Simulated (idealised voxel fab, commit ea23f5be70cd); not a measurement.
You're looking at the process module voxel transistor to metal.
Cross-section cut: width 280 nm, square cells of 5 nm.
Cross-section layout: square cells on a grid; listed as bands, top to bottom; a band spans one or more cell rows. Within each band entry, the heights of the top and of the bottom of the band appear first, in that order and in nm; the materials of the band then follow from left to right, each with its corresponding width in nm. The designation "throughout" on a single material indicates that it fills the band from edge to edge; the designation "empty" indicates empty space. Height is counted from the level 0, under which the received wafer is composed throughout of one material. The lowest of the bands is not closed at the bottom but continues downward, in the notation "0 down". Quick explanation for "30..40": the width changes in equal steps down the rows of cells, from the first number in the band's top row to the second number in its bottom row. A step reported as "nothing altered" is a step in which no cell of the cross-section changed. The entry titled "Sealed internal cavities" provides the empty spaces that have no open way to the top, restricted to those of 8 cells or more. Each is presented as width x height at distance, the distance being measured from the left edge, with all three in nm. Whatever follows a step's settings on its line is a remark the simulator itself makes about that step. A step's line can hold "overlay nm"; with a mask on that step, the setting says how far right of the planned place the mask lay, while a negative setting says it lay to the left.

**Set out below are the planned steps of the process**
1) RECEIVE (material Si)
2) OXIDIZE (depth nm 5)
3) CONFORMAL_DEP (material SiN; thk nm 15)
4) DIRECTIONAL_DEP (material aC; thk nm 10)
5) PATTERN (tone cover; mask id ACTIVE; material resist; width nm 100; pitch nm 125; thk nm 30; overlay nm 0)
6) DIRECTIONAL_ETCH (etch materials aC; depth nm 10)
7) STRIP (etch materials resist)
8) DIRECTIONAL_ETCH (etch materials SiN; depth nm 15)
9) DIRECTIONAL_ETCH (etch materials SiO2; depth nm 5)
10) DIRECTIONAL_ETCH (etch materials Si; depth nm 35)
11) STRIP (etch materials aC)
12) OXIDIZE (depth nm 5)
13) FILL_DEP (material SiO2; thk nm 5)
14) CMP (height nm 15)
15) SELECTIVE_ETCH (etch materials SiO2; depth nm 15)
16) STRIP (etch materials SiN)
17) SELECTIVE_ETCH (etch materials SiO2; depth nm 5)
18) OXIDIZE (depth nm 5)
19) DIRECTIONAL_DEP (material polySi; thk nm 20)
20) DIRECTIONAL_DEP (material SiCN; thk nm 15)
21) DIRECTIONAL_DEP (material aC; thk nm 10)
22) PATTERN (tone cover; mask id GATE; material resist; width nm 20; pitch nm 125; thk nm 30; overlay nm 0)
23) DIRECTIONAL_ETCH (etch materials aC; depth nm 10)
24) STRIP (etch materials resist)
25) DIRECTIONAL_ETCH (etch materials SiCN; depth nm 25)
26) DIRECTIONAL_ETCH (etch materials polySi; depth nm 30)
27) STRIP (etch materials aC)
28) CONFORMAL_DEP (material SiO2; thk nm 5)
29) DIRECTIONAL_ETCH (etch materials SiO2; depth nm 5)
30) CONFORMAL_DEP (material SiN; thk nm 10)
31) DIRECTIONAL_ETCH (etch materials SiN; depth nm 10)
32) DIRECTIONAL_ETCH (etch materials SiO2; depth nm 5)
33) DIRECTIONAL_ETCH (etch materials Si; depth nm 5)
34) EPI (material SiGe; thk nm 10)
35) FILL_DEP (material SiO2; thk nm 10)
36) CMP (height nm 30)
37) DIRECTIONAL_DEP (material SiO2; thk nm 15)
38) DIRECTIONAL_DEP (material aC; thk nm 15)
39) PATTERN (tone open; mask id CONTACT; material resist; width nm 25; thk nm 35; overlay nm 0)
40) DIRECTIONAL_ETCH (etch materials aC; depth nm 15)
41) STRIP (etch materials resist)
42) DIRECTIONAL_ETCH (etch materials SiO2; depth nm 50)
43) STRIP (etch materials aC)
44) CONFORMAL_DEP (material TiN; thk nm 5)
45) FILL_DEP (material Ru; thk nm 10)
46) CMP (height nm 45)
47) DIRECTIONAL_DEP (material TiN; thk nm 5)
48) DIRECTIONAL_DEP (material Ru; thk nm 15)
49) DIRECTIONAL_DEP (material aC; thk nm 10)
50) PATTERN (tone cover; mask id METAL_1; material resist; width nm 15; thk nm 25; overlay nm 0)
51) DIRECTIONAL_ETCH (etch materials aC; depth nm 10)
52) STRIP (etch materials resist)
53) DIRECTIONAL_ETCH (etch materials Ru; depth nm 15)
54) DIRECTIONAL_ETCH (etch materials TiN; depth nm 5)
55) STRIP (etch materials aC)
56) CONFORMAL_DEP (material SiCN; thk nm 5)
57) FILL_DEP (material lowk; thk nm 10)
58) CMP (height nm 65)
59) CONFORMAL_DEP (material SiN; thk nm 5)

**So this is the incoming wafer in cross-section - it's already been through step 1**
> 0 down  Si throughout
> Sealed internal cavities: none

**One mistake in running the module, otherwise start and plan as above: cross-section at the end**
> 70 to 65  SiN throughout
> 65 to 50  30 nm lowk  5 nm SiCN  15 nm Ru  5 nm SiCN  40 nm lowk  5 nm SiCN  15 nm Ru  5 nm SiCN  35 nm lowk  5 nm SiCN  15 nm Ru  5 nm SiCN  40 nm lowk  5 nm SiCN  15 nm Ru  5 nm SiCN  35 nm lowk
> 50 to 45  35 nm SiCN  15 nm TiN  50 nm SiCN  15 nm TiN  45 nm SiCN  15 nm TiN  50 nm SiCN  15 nm TiN  40 nm SiCN
> 45 to 35  30 nm SiO2  5 nm TiN  25 nm Ru  5 nm TiN  20 nm SiO2  5 nm TiN  25 nm Ru  5 nm TiN  35 nm SiO2  5 nm TiN  25 nm Ru  5 nm TiN  20 nm SiO2  5 nm TiN  25 nm Ru  5 nm TiN  35 nm SiO2
> 35 to 30  30 nm SiO2  5 nm TiN  10 nm Ru  20 nm TiN  20 nm SiO2  20 nm TiN  10 nm Ru  5 nm TiN  35 nm SiO2  5 nm TiN  10 nm Ru  20 nm TiN  20 nm SiO2  20 nm TiN  10 nm Ru  5 nm TiN  35 nm SiO2
> 30 to 15  30 nm SiO2  5 nm TiN  10 nm Ru  5 nm TiN  10 nm SiN  5 nm TiN  20 nm SiCN  5 nm TiN  10 nm SiN  5 nm TiN  10 nm Ru  5 nm TiN  35 nm SiO2  5 nm TiN  10 nm Ru  5 nm TiN  10 nm SiN  5 nm TiN  20 nm SiCN  5 nm TiN  10 nm SiN  5 nm TiN  10 nm Ru  5 nm TiN  35 nm SiO2
> 15 to 5  30 nm SiO2  5 nm TiN  10 nm Ru  5 nm TiN  10 nm SiN  5 nm TiN  20 nm polySi  5 nm TiN  10 nm SiN  5 nm TiN  10 nm Ru  5 nm TiN  35 nm SiO2  5 nm TiN  10 nm Ru  5 nm TiN  10 nm SiN  5 nm TiN  20 nm polySi  5 nm TiN  10 nm SiN  5 nm TiN  10 nm Ru  5 nm TiN  35 nm SiO2
> 5 to 0  30 nm SiO2  20 nm TiN  10 nm SiN  5 nm TiN  20 nm polySi  5 nm TiN  10 nm SiN  20 nm TiN  35 nm SiO2  20 nm TiN  10 nm SiN  5 nm TiN  20 nm polySi  5 nm TiN  10 nm SiN  20 nm TiN  35 nm SiO2
> 0 to -5  30 nm SiO2  10 nm TiN  10 nm SiGe  10 nm SiN  5 nm TiN  20 nm polySi  5 nm TiN  10 nm SiN  10 nm SiGe  10 nm TiN  35 nm SiO2  10 nm TiN  10 nm SiGe  10 nm SiN  5 nm TiN  20 nm polySi  5 nm TiN  10 nm SiN  10 nm SiGe  10 nm TiN  35 nm SiO2
> -5 to -10  25 nm SiO2  25 nm SiGe  50 nm SiO2  25 nm SiGe  25 nm SiO2  25 nm SiGe  50 nm SiO2  25 nm SiGe  30 nm SiO2
> -10 to -15  30 nm SiO2  20 nm SiGe  50 nm Si  20 nm SiGe  35 nm SiO2  20 nm SiGe  50 nm Si  20 nm SiGe  35 nm SiO2
> -15 to -45  30 nm SiO2  90 nm Si  35 nm SiO2  90 nm Si  35 nm SiO2
> -45 down  Si throughout
> Sealed internal cavities: none
Diagnosis: so step 39 ended up running with a different setting than we planned, it ran as PATTERN (tone open; mask id CONTACT; material resist; width nm 35; thk nm 35; overlay nm 0)
